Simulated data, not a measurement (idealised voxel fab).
Title: Process Module voxel capacitor over wiring
Section cut is 290 nm wide and gridded with 5 nm square cells.
Cross-section layout: square cells on a grid; listed as bands, top to bottom; a band spans one or more cell rows.
Basically the band line says how high the top is and how high the bottom is, in nm, and then what's in it from left to right, every material with its width in nm. Empty space shows up as "empty", and if a single material carries "all across" it runs the full band edge to edge.
Height reference: 0 = level under which incoming wafer is all one material. Lowest band: no bottom, runs on downward, e.g. "from 0 down".
Per-row width for "30->40": begins at first number (top row of band), ends at second number (bottom row), increment between rows held constant.
For the purposes of this document, the phrase "no change" attached to a step denotes that no cell within the cross-section was modified by that step.
Listed in "Enclosed cavities": every empty space of 8 or more cells without an open way to the top. Form: width x height at distance, the distance being from the left edge, all in nm.
The remark found on a step's line after its settings is issued by the simulator itself and pertains to that step.
Each step line may optionally specify "overlay nm", which for a step with a mask gives the rightward distance between the mask's planned place and where it lay, a negative value indicating the leftward direction.

Process steps foreseen in the plan:
step 1: RECEIVE [material Si]
step 2: CONFORMAL_DEP [material SiO2] [thk nm 15]
step 3: CONFORMAL_DEP [material SiN] [thk nm 5]
step 4: DIRECTIONAL_DEP [material SiO2] [thk nm 25]
step 5: PATTERN [tone open] [mask id METAL_1] [material resist] [width nm 30] [pitch nm 100] [thk nm 20] [overlay nm 0]
step 6: DIRECTIONAL_ETCH [etch materials SiO2] [depth nm 25]
step 7: DIRECTIONAL_ETCH [etch materials SiN] [depth nm 5]
step 8: STRIP [etch materials resist]
step 9: CONFORMAL_DEP [material TiN] [thk nm 5]
step 10: FILL_DEP [material Cu] [thk nm 10]
step 11: CMP [height nm 45]
step 12: CONFORMAL_DEP [material SiCN] [thk nm 5]
step 13: DIRECTIONAL_DEP [material SiO2] [thk nm 15]
step 14: MASKED_ETCH [tone open] [mask id PLUG_1] [width nm 15] [etch materials SiO2] [depth nm 15] [overlay nm 0]
step 15: MASKED_ETCH [tone open] [mask id PLUG_1] [width nm 15] [etch materials SiCN] [depth nm 5] [overlay nm 0]
step 16: CONFORMAL_DEP [material TiN] [thk nm 5]
step 17: FILL_DEP [material Cu] [thk nm 10]
step 18: CMP [height nm 65]
step 19: DIRECTIONAL_DEP [material TiN] [thk nm 10]
step 20: DIRECTIONAL_DEP [material Al2O3] [thk nm 5]
step 21: DIRECTIONAL_DEP [material TiN] [thk nm 10]
step 22: MASKED_ETCH [tone cover] [mask id UPPER_PLATE] [width nm 75] [etch materials TiN] [depth nm 10] [overlay nm 0]
step 23: MASKED_ETCH [tone cover] [mask id UPPER_PLATE] [width nm 75] [etch materials Al2O3] [depth nm 5] [overlay nm 0]
step 24: MASKED_ETCH [tone cover] [mask id LOWER_PLATE] [width nm 85] [etch materials TiN] [depth nm 10] [overlay nm 0]
step 25: FILL_DEP [material SiO2] [thk nm 20]
step 26: CMP [height nm 105]
step 27: PATTERN [tone open] [mask id PLUG_2] [material resist] [width nm 15] [thk nm 20] [overlay nm 0]
step 28: DIRECTIONAL_ETCH [etch materials SiO2] [depth nm 15]
step 29: STRIP [etch materials resist]
step 30: CONFORMAL_DEP [material TiN] [thk nm 5]
step 31: FILL_DEP [material W] [thk nm 5]
step 32: CMP [height nm 105]
step 33: CONFORMAL_DEP [material SiCN] [thk nm 5]

As-received wafer cross-section (after step 1):
- from 0 down | Si all across
- Enclosed cavities: none

First of two wafers, end-of-module section, run followed plan:
- from 110 to 105 | SiCN all across
- from 105 to 95 | SiO2 (105) / TiN (5) / W (5) / TiN (5) / SiO2 (170)
- from 95 to 90 | SiO2 (105) / TiN (15) / SiO2 (170)
- from 90 to 80 | SiO2 (95) / TiN (75) / SiO2 (120)
- from 80 to 75 | SiO2 (95) / Al2O3 (75) / SiO2 (120)
- from 75 to 65 | SiO2 (90) / TiN (85) / SiO2 (115)
- from 65 to 50 | SiO2 (95) / TiN (5) / Cu (5) / TiN (5) / SiO2 (180)
- from 50 to 45 | SiCN (95) / TiN (15) / SiCN (180)
- from 45 to 20 | SiO2 (80) / TiN (5) / Cu (20) / TiN (5) / SiO2 (70) / TiN (5) / Cu (20) / TiN (5) / SiO2 (80)
- from 20 to 15 | SiN (80) / TiN (30) / SiN (70) / TiN (30) / SiN (80)
- from 15 to 0 | SiO2 all across
- from 0 down | Si all across
- Enclosed cavities: none

Module end: cross-section of wafer two of two. Same start and process plan as the first wafer. One mistake during execution:
- from 110 to 105 | SiCN all across
- from 105 to 100 | SiO2 (105) / TiN (5) / W (5) / TiN (5) / SiO2 (170)
- from 100 to 95 | SiO2 (105) / TiN (15) / SiO2 (170)
- from 95 to 85 | SiO2 (95) / TiN (75) / SiO2 (120)
- from 85 to 80 | SiO2 (90) / TiN (85) / SiO2 (115)
- from 80 to 75 | Al2O3 all across
- from 75 to 65 | TiN all across
- from 65 to 50 | SiO2 (95) / TiN (5) / Cu (5) / TiN (5) / SiO2 (180)
- from 50 to 45 | SiCN (95) / TiN (15) / SiCN (180)
- from 45 to 20 | SiO2 (80) / TiN (5) / Cu (20) / TiN (5) / SiO2 (70) / TiN (5) / Cu (20) / TiN (5) / SiO2 (80)
- from 20 to 15 | SiN (80) / TiN (30) / SiN (70) / TiN (30) / SiN (80)
- from 15 to 0 | SiO2 all across
- from 0 down | Si all across
- Enclosed cavities: none
What was done differently from what was planned? step 21 did not use the planned setting and instead ran as DIRECTIONAL_DEP [material TiN] [thk nm 15]
Final difference in cells, second wafer against first, listed per material as more or fewer: Al2O3: 43 more | SiO2: 139 fewer | TiN: 97 more | W: 1 fewer
